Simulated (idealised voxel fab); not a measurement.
The process module presented herein is designated voxel transistor to metal.
Each square cell in cross-section cut measures 5 nm, and the section as a whole is 170 nm wide.
Reading order for cross-sections: top band down to bottom band. Underlying form: a grid of square cells. Band size: one or more rows of cells.
In this notation a band is specified by the heights of its top and bottom, in that order and in nm, after which its materials appear from left to right, each paired with its width in nm. The word "all across" attached to a single material means that material fills the band from edge to edge; the word "blank" stands for empty space.
It should be noted that heights are counted from 0, beneath which the wafer as supplied is of one material throughout, and that the lowest band possesses no lower boundary but continues downward, as written in "0 nm and below".
Graded width ("30..40"): value in top row of band = first number; value in bottom row = second number; row-to-row change constant.
Where the words "no modification" appear for a step, the cross-section shows no cell changed by that step; every cell remained as before.
So "Closed void listing" is basically the list of trapped voids: any empty space of 8 cells or more that can't reach the top through an opening. They're written width x height at distance, the distance being from the left edge, and it's all nm.
On a step's line, text after the settings is the simulator commenting on that step.
overlay nm: for a step with a mask, the amount by which the mask lay right of where it was planned; a negative amount means left of it.

PLANNED STEP LIST FOR THE PROCESS
1) RECEIVE [material Si]
2) CONFORMAL_DEP [material SiO2] [thk nm 5]
3) CONFORMAL_DEP [material SiN] [thk nm 15]
4) DIRECTIONAL_DEP [material aC] [thk nm 15]
5) PATTERN [tone cover] [mask id ACTIVE] [material resist] [width nm 125] [thk nm 30] [overlay nm 0]
6) DIRECTIONAL_ETCH [etch materials aC] [depth nm 15]
7) STRIP [etch materials resist]
8) DIRECTIONAL_ETCH [etch materials SiN] [depth nm 15]
9) DIRECTIONAL_ETCH [etch materials SiO2] [depth nm 5]
10) DIRECTIONAL_ETCH [etch materials Si] [depth nm 30]
11) STRIP [etch materials aC]
12) FILL_DEP [material SiO2] [thk nm 5]
13) CMP [height nm 20]
14) SELECTIVE_ETCH [etch materials SiO2] [depth nm 10]
15) STRIP [etch materials SiN]
16) SELECTIVE_ETCH [etch materials SiO2] [depth nm 5]
17) OXIDIZE [depth nm 5]
18) DIRECTIONAL_DEP [material polySi] [thk nm 30]
19) DIRECTIONAL_DEP [material SiCN] [thk nm 10]
20) PATTERN [tone cover] [mask id GATE] [material resist] [width nm 25] [thk nm 20] [overlay nm 0]
21) DIRECTIONAL_ETCH [etch materials SiCN] [depth nm 20]
22) DIRECTIONAL_ETCH [etch materials polySi] [depth nm 40]
23) STRIP [etch materials resist]
24) CONFORMAL_DEP [material SiO2] [thk nm 5]
25) DIRECTIONAL_ETCH [etch materials SiO2] [depth nm 5]
26) CONFORMAL_DEP [material SiN] [thk nm 5]
27) DIRECTIONAL_ETCH [etch materials SiN] [depth nm 5]
28) DIRECTIONAL_ETCH [etch materials SiO2] [depth nm 5]
29) DIRECTIONAL_ETCH [etch materials Si] [depth nm 15]
30) EPI [material SiGe] [thk nm 20]
31) FILL_DEP [material SiO2] [thk nm 5]
32) CMP [height nm 30]
33) STRIP [etch materials polySi]
34) SELECTIVE_ETCH [etch materials SiO2] [depth nm 5]
35) CONFORMAL_DEP [material HfO2] [thk nm 5]
36) CONFORMAL_DEP [material TiN] [thk nm 5]
37) FILL_DEP [material W] [thk nm 5]
38) CMP [height nm 25]
39) DIRECTIONAL_DEP [material SiO2] [thk nm 10]
40) PATTERN [tone open] [mask id CONTACT] [material resist] [width nm 20] [pitch nm 85] [thk nm 20] [overlay nm 0]
41) DIRECTIONAL_ETCH [etch materials SiO2] [depth nm 20]
42) STRIP [etch materials resist]
43) CONFORMAL_DEP [material TiN] [thk nm 5]
44) FILL_DEP [material W] [thk nm 10]
45) CMP [height nm 35]
46) CONFORMAL_DEP [material SiCN] [thk nm 5]
47) DIRECTIONAL_DEP [material lowk] [thk nm 15]
48) DIRECTIONAL_DEP [material aC] [thk nm 10]
49) PATTERN [tone open] [mask id METAL_1] [material resist] [width nm 15] [pitch nm 85] [thk nm 30] [overlay nm 0]
50) DIRECTIONAL_ETCH [etch materials aC] [depth nm 10]
51) STRIP [etch materials resist]
52) DIRECTIONAL_ETCH [etch materials lowk] [depth nm 15]
53) DIRECTIONAL_ETCH [etch materials SiCN] [depth nm 5]
54) STRIP [etch materials aC]
55) CONFORMAL_DEP [material TiN] [thk nm 5]
56) FILL_DEP [material Cu] [thk nm 5]
57) CMP [height nm 55]
58) EPI [material Ru] [thk nm 5]
59) FILL_DEP [material SiCN] [thk nm 5]
60) DIRECTIONAL_DEP [material SiO2] [thk nm 25]
61) DIRECTIONAL_DEP [material aC] [thk nm 10]
62) PATTERN [tone open] [mask id METAL_2_HOLES] [material resist] [width nm 15] [pitch nm 85] [thk nm 30] [overlay nm 0]
63) DIRECTIONAL_ETCH [etch materials aC] [depth nm 10]
64) STRIP [etch materials resist]
65) DIRECTIONAL_ETCH [etch materials SiO2] [depth nm 25]
66) STRIP [etch materials aC]
67) PATTERN [tone open] [mask id METAL_2] [material resist] [width nm 20] [pitch nm 85] [thk nm 15] [overlay nm 0]
68) DIRECTIONAL_ETCH [etch materials SiO2] [depth nm 15]
69) DIRECTIONAL_ETCH [etch materials SiCN] [depth nm 5]
70) STRIP [etch materials resist]
71) CONFORMAL_DEP [material TiN] [thk nm 5]
72) FILL_DEP [material Cu] [thk nm 10]
73) CMP [height nm 90]
74) CONFORMAL_DEP [material SiN] [thk nm 5]
The width nm used in step 49 is not the same on every wafer, whereas the starting condition is; the value printed in the plan is the first wafer's.

CROSS-SECTION OF THE FIRST INCOMING WAFER OF SEVERAL, STATE AFTER STEP 1
0 nm and below = Si all across
Closed void listing: none

QUICK KEY FOR THE TABLE: A ROW PER WAFER, TAKEN AT THE END OF THE MODULE. FOR EACH MATERIAL IT TELLS YOU HOW MANY CELLS THE WAFER GAINED (+) OR LOST (-) SINCE IT CAME IN, AND THE CLOSED VOIDS COME AFTER
width nm 15; +20 Cu; +17 HfO2; +10 Ru; -121 Si; +80 SiCN; +108 SiGe; +46 SiN; +299 SiO2; +79 TiN; +24 W; +84 lowk; Closed void listing: none
width nm 20; +26 Cu; +17 HfO2; +12 Ru; -121 Si; +76 SiCN; +108 SiGe; +46 SiN; +299 SiO2; +81 TiN; +24 W; +78 lowk; Closed void listing: none
width nm 25; +32 Cu; +17 HfO2; +14 Ru; -121 Si; +72 SiCN; +108 SiGe; +46 SiN; +299 SiO2; +83 TiN; +24 W; +72 lowk; Closed void listing: none
width nm 30; +38 Cu; +17 HfO2; +16 Ru; -121 Si; +68 SiCN; +108 SiGe; +46 SiN; +299 SiO2; +85 TiN; +24 W; +66 lowk; Closed void listing: none
width nm 35; +44 Cu; +17 HfO2; +18 Ru; -121 Si; +64 SiCN; +108 SiGe; +46 SiN; +299 SiO2; +87 TiN; +24 W; +60 lowk; Closed void listing: none
